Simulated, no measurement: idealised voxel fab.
process module | voxel ribs on slabs
cross-section cut | 260 nm wide | cells 5 nm
A cross-section is a grid of square cells, given in bands from the top down. A band is one or more rows of cells.
Each band's line starts with the height of the band's top and of its bottom, in nm. Then come its materials from left to right, each with its width in nm. One material with "throughout" fills the band from edge to edge. "air" is empty space.
Height 0 is the level under which the wafer as received is all one material. The lowest band goes on downwards, as in "0 down".
A width such as "30 to 40" changes by the same amount from each row of cells to the next, from the band's top row to its bottom row.
"no change" after a step means that no cell of the cross-section changed.
closed voids: empty space of 8 cells or more with no open way to the top, each as width x height at its distance from the left edge, in nm
after a step's settings: what the simulator itself notes on the step
overlay nm, on a step with a mask: how far to the right of its planned place the mask lay; to the left if negative
plan
1 op RECEIVE | material Si
2 op DIRECTIONAL_DEP | material SiO2 | thk nm 25
3 op DIRECTIONAL_DEP | material polySi | thk nm 25
4 op MASKED_ETCH | tone cover | mask id RIB | width nm 25 | etch materials polySi | depth nm 20 | overlay nm 0
5 op PATTERN | tone cover | mask id SLAB | material resist | width nm 65 | thk nm 20 | overlay nm 0
6 op DIRECTIONAL_ETCH | etch materials polySi | depth nm 5
7 op STRIP | etch materials resist
8 op FILL_DEP | material SiO2 | thk nm 30
9 op CMP | height nm 70
10 op DIRECTIONAL_DEP | material TiN | thk nm 5
11 op DIRECTIONAL_DEP | material aC | thk nm 15
12 op PATTERN | tone cover | mask id HEATER | material resist | width nm 35 | thk nm 35 | overlay nm 0
13 op DIRECTIONAL_ETCH | etch materials aC | depth nm 15
14 op STRIP | etch materials resist
15 op DIRECTIONAL_ETCH | etch materials TiN | depth nm 5
16 op STRIP | etch materials aC
17 op CONFORMAL_DEP | material SiO2 | thk nm 10
first wafer, as planned
as received, after step 1
  0 down: Si throughout
  closed voids: none
after step 2
  25 to 0: SiO2 throughout
  below 0: unchanged
after step 3
  50 to 25: polySi throughout
  below 25: unchanged
after step 4
  50 to 30: air 115 | polySi 25 | air 120
  below 30: unchanged
after step 5
  70 to 50: air 95 | resist 65 | air 100
  50 to 30: air 95 | resist 20 | polySi 25 | resist 20 | air 100
  below 30: unchanged
after step 6
  70 to 50: air 95 | resist 65 | air 100
  50 to 30: air 95 | resist 20 | polySi 25 | resist 20 | air 100
  30 to 25: air 95 | polySi 65 | air 100
  below 25: unchanged
after step 7
  50 to 30: air 115 | polySi 25 | air 120
  below 30: unchanged
after step 8
  80 to 50: SiO2 throughout
  50 to 30: SiO2 115 | polySi 25 | SiO2 120
  30 to 25: SiO2 95 | polySi 65 | SiO2 100
  below 25: unchanged
after step 9
  70 to 50: SiO2 throughout
  below 50: unchanged
after step 10
  75 to 70: TiN throughout
  below 70: unchanged
after step 11
  90 to 75: aC throughout
  below 75: unchanged
after step 12
  125 to 90: air 110 | resist 35 | air 115
  below 90: unchanged
after step 13
  110 to 90: air 110 | resist 35 | air 115
  90 to 75: air 110 | aC 35 | air 115
  below 75: unchanged
after step 14
  90 to 75: air 110 | aC 35 | air 115
  below 75: unchanged
after step 15
  90 to 75: air 110 | aC 35 | air 115
  75 to 70: air 110 | TiN 35 | air 115
  below 70: unchanged
after step 16
  75 to 70: air 110 | TiN 35 | air 115
  below 70: unchanged
after step 17
  85 to 80: air 100 | SiO2 55 | air 105
  80 to 75: SiO2 throughout
  75 to 70: SiO2 110 | TiN 35 | SiO2 115
  below 70: unchanged
second wafer: like start, like plan, one mistake. Through step 4 it matches the first wafer
when step 5 should have ended
  70 to 50: air 100 | resist 60 | air 100
  50 to 30: air 100 | resist 15 | polySi 25 | resist 20 | air 100
  below 30: unchanged
when step 6 should have ended
  70 to 50: air 100 | resist 60 | air 100
  50 to 30: air 100 | resist 15 | polySi 25 | resist 20 | air 100
  30 to 25: air 100 | polySi 60 | air 100
  below 25: unchanged
when step 7 should have ended
  50 to 30: air 115 | polySi 25 | air 120
  below 30: unchanged
when step 8 should have ended
  80 to 50: SiO2 throughout
  50 to 30: SiO2 115 | polySi 25 | SiO2 120
  30 to 25: SiO2 100 | polySi 60 | SiO2 100
  below 25: unchanged
when step 9 should have ended
  70 to 50: SiO2 throughout
  below 50: unchanged
when step 10 should have ended
  75 to 70: TiN throughout
  below 70: unchanged
when step 11 should have ended
  90 to 75: aC throughout
  below 75: unchanged
when step 12 should have ended
  125 to 90: air 110 | resist 35 | air 115
  below 90: unchanged
when step 13 should have ended
  110 to 90: air 110 | resist 35 | air 115
  90 to 75: air 110 | aC 35 | air 115
  below 75: unchanged
when step 14 should have ended
  90 to 75: air 110 | aC 35 | air 115
  below 75: unchanged
when step 15 should have ended
  90 to 75: air 110 | aC 35 | air 115
  75 to 70: air 110 | TiN 35 | air 115
  below 70: unchanged
when step 16 should have ended
  75 to 70: air 110 | TiN 35 | air 115
  below 70: unchanged
when step 17 should have ended
  85 to 80: air 100 | SiO2 55 | air 105
  80 to 75: SiO2 throughout
  75 to 70: SiO2 110 | TiN 35 | SiO2 115
  below 70: unchanged
what went wrong: step 5 ran as: op PATTERN | tone cover | mask id SLAB | material resist | width nm 60 | thk nm 20 | overlay nm 0
at the end the second wafer has, in cells: 1 more of SiO2 | 1 fewer of polySi
